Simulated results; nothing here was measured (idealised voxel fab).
You're looking at the process module voxel air gaps.
The cross-section on display is named cut; it measures 265 nm wide, and its cells are 5 nm squares.
Heads up, the way a cross-section reads in here is a grid of square cells, handed over as bands from the top down, with every band being one or more rows of cells.
Top height, bottom height, nm. Materials left to right, width each, nm. Single material + "everywhere" = fills band edge to edge. "blank" = empty.
Counting heights begins at 0, where everything beneath is, in the wafer as received, one material. The lowest band has no bottom; it goes on downwards, as "0 down" shows.
Per-row width for "30..40": begins at first number (top row of band), ends at second number (bottom row), increment between rows held constant.
The cross-section has no changed cell in any step marked "identical to before".
Look at "Unvented internal voids" for the closed voids: empty spaces with no open path to the top, sized 8 cells or up. Each is width x height at distance, distance from the left edge, all nm.
Read whatever lies past the settings on a step's line as the simulator's own remark about the step.
Steps that use a mask can have "overlay nm" on their line. It says how far the mask sat to the right of where it was meant to be. Negative means to the left.
These are the steps we planned for the process:
- 1: op RECEIVE | material Si
- 2: op CONFORMAL_DEP | material SiO2 | thk nm 10
- 3: op CONFORMAL_DEP | material SiCN | thk nm 5
- 4: op DIRECTIONAL_DEP | material lowk | thk nm 40
- 5: op PATTERN | tone open | mask id LINES | material resist | width nm 15 | pitch nm 45 | thk nm 15 | overlay nm 0
- 6: op DIRECTIONAL_ETCH | etch materials lowk | depth nm 40
- 7: op STRIP | etch materials resist
- 8: op CONFORMAL_DEP | material TiN | thk nm 5
- 9: op FILL_DEP | material W | thk nm 5
- 10: op CMP | height nm 55
- 11: op EPI | material Ru | thk nm 10
- 12: op SELECTIVE_ETCH | etch materials lowk | depth nm 50
- 13: op CONFORMAL_DEP | material SiCN | thk nm 5
Don't read the plan's width nm for step 5 as applying to every wafer: that's the first wafer's value, and the wafers differ in it, though they all start identical.
The as-received cross-section of the first of several wafers corresponds to the state after step 1:
    0 down = Si everywhere
    Unvented internal voids: none
Cross-section after step 13, the final step of the module, for the first of several wafers:
    70 to 65 = 45 nm blank, 180 nm SiCN, 40 nm blank
    65 to 55 = 45 nm blank, 5 nm SiCN, 35 nm Ru, 10 nm SiCN, 35 nm Ru, 10 nm SiCN, 35 nm Ru, 10 nm SiCN, 35 nm Ru, 5 nm SiCN, 40 nm blank
    55 to 50 = 45 nm blank, 15 nm SiCN, 5 nm TiN, 5 nm W, 5 nm TiN, 30 nm SiCN, 5 nm TiN, 5 nm W, 5 nm TiN, 30 nm SiCN, 5 nm TiN, 5 nm W, 5 nm TiN, 30 nm SiCN, 5 nm TiN, 5 nm W, 5 nm TiN, 15 nm SiCN, 40 nm blank
    50 to 20 = 55 nm blank, 5 nm SiCN, 5 nm TiN, 5 nm W, 5 nm TiN, 5 nm SiCN, 20 nm blank, 5 nm SiCN, 5 nm TiN, 5 nm W, 5 nm TiN, 5 nm SiCN, 20 nm blank, 5 nm SiCN, 5 nm TiN, 5 nm W, 5 nm TiN, 5 nm SiCN, 20 nm blank, 5 nm SiCN, 5 nm TiN, 5 nm W, 5 nm TiN, 5 nm SiCN, 50 nm blank
    20 to 15 = 60 nm SiCN, 15 nm TiN, 30 nm SiCN, 15 nm TiN, 30 nm SiCN, 15 nm TiN, 30 nm SiCN, 15 nm TiN, 55 nm SiCN
    15 to 10 = SiCN everywhere
    10 to 0 = SiO2 everywhere
    0 down = Si everywhere
    Unvented internal voids: 20 x 30 at 80; 20 x 30 at 125; 20 x 30 at 170
Final wafer of several, shown in cross-section at the end of the module:
    70 to 65 = 35 nm blank, 195 nm SiCN, 35 nm blank
    65 to 55 = 35 nm blank, 5 nm SiCN, 185 nm Ru, 5 nm SiCN, 35 nm blank
    55 to 50 = 35 nm blank, 15 nm SiCN, 5 nm TiN, 20 nm W, 5 nm TiN, 15 nm lowk, 5 nm TiN, 20 nm W, 5 nm TiN, 15 nm lowk, 5 nm TiN, 20 nm W, 5 nm TiN, 15 nm lowk, 5 nm TiN, 20 nm W, 5 nm TiN, 15 nm SiCN, 35 nm blank
    50 to 20 = 45 nm blank, 5 nm SiCN, 5 nm TiN, 20 nm W, 5 nm TiN, 15 nm lowk, 5 nm TiN, 20 nm W, 5 nm TiN, 15 nm lowk, 5 nm TiN, 20 nm W, 5 nm TiN, 15 nm lowk, 5 nm TiN, 20 nm W, 5 nm TiN, 5 nm SiCN, 45 nm blank
    20 to 15 = 50 nm SiCN, 30 nm TiN, 15 nm lowk, 30 nm TiN, 15 nm lowk, 30 nm TiN, 15 nm lowk, 30 nm TiN, 50 nm SiCN
    15 to 10 = SiCN everywhere
    10 to 0 = SiO2 everywhere
    0 down = Si everywhere
    Unvented internal voids: none
The following table contains a row per wafer, in which are reported, at the conclusion of the module, the cells of each material gained (+) or lost (-) since the wafer's receipt, with its closed voids given thereafter:
width nm 15, +56 Ru, +218 SiCN, +106 SiO2, +68 TiN, +28 W, Unvented internal voids: 20 x 30 at 80; 20 x 30 at 125; 20 x 30 at 170
width nm 20, +64 Ru, +206 SiCN, +106 SiO2, +72 TiN, +56 W, Unvented internal voids: 15 x 30 at 80; 15 x 30 at 125; 15 x 30 at 170
width nm 25, +72 Ru, +134 SiCN, +106 SiO2, +76 TiN, +84 W, +96 lowk, Unvented internal voids: none
width nm 30, +74 Ru, +134 SiCN, +106 SiO2, +80 TiN, +112 W, +72 lowk, Unvented internal voids: none
